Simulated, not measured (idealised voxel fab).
A process module follows: voxel fin reveal.
Square cells of 5 nm make up the cross-section cut, whose width is 180 nm.
A cross-section is written here as square cells arranged in a grid, and it is given in bands from the top down, each band taking up one or more rows of cells.
Heights first: top, then bottom, in nm. Then materials, left to right, each with a width in nm. "throughout" on a single material: fills the band edge to edge. "blank": empty space.
We count height from 0. Below that, the starting wafer is all one material. The lowest band never ends at the bottom but goes on down; see "0 and below" for how that is written.
So if you see something like "30 to 40" for the width, read it as the top row of the band sitting at the first number and the bottom row at the second, with every row in between moving by the same amount as the last.
For the purposes of this document, the phrase "no modifications" attached to a step denotes that no cell within the cross-section was modified by that step.
"Enclosed void catalog" - sealed voids, min. 8 cells, no opening to top; format: width x height at distance (distance from left edge; nm throughout).
Post-settings text on a step line: simulator's own remark regarding the step.
overlay nm: on a step with a mask, how far right of its planned place the mask lay; negative means left.

### The following list gives the planned process steps
1,RECEIVE [material Si]
2,CONFORMAL_DEP [material SiN] [thk nm 10]
3,PATTERN [tone cover] [mask id FINS] [material resist] [width nm 15] [pitch nm 45] [thk nm 15] [overlay nm 0]
4,DIRECTIONAL_ETCH [etch materials SiN] [depth nm 10]
5,DIRECTIONAL_ETCH [etch materials Si] [depth nm 40]
6,STRIP [etch materials resist]
7,OXIDIZE [depth nm 5]
8,FILL_DEP [material SiO2] [thk nm 10]
9,CMP [height nm 10]
10,SELECTIVE_ETCH [etch materials SiO2] [depth nm 30]
11,STRIP [etch materials SiN]
12,CONFORMAL_DEP [material HfO2] [thk nm 5]

### Cross-section, incoming material, after step 1
> 0 and below = Si throughout
> Enclosed void catalog: none

### Result of the module, cross-sectioned: start per above, plan per above, one error in how it was run
> 5 down to 0 = 70 nm blank / 15 nm HfO2 / 30 nm blank / 15 nm HfO2 / 50 nm blank
> 0 down to -15 = 70 nm blank / 5 nm HfO2 / 5 nm Si / 5 nm HfO2 / 30 nm blank / 5 nm HfO2 / 5 nm Si / 5 nm HfO2 / 50 nm blank
> -15 down to -20 = 75 nm HfO2 / 5 nm Si / 40 nm HfO2 / 5 nm Si / 55 nm HfO2
> -20 down to -45 = 75 nm SiO2 / 5 nm Si / 40 nm SiO2 / 5 nm Si / 55 nm SiO2
> -45 and below = Si throughout
> Enclosed void catalog: none
Misprocessing identified: step 3: run off-plan, actual operation and settings PATTERN [tone cover] [mask id FINS] [material resist] [width nm 15] [pitch nm 45] [thk nm 15] [overlay nm 10]
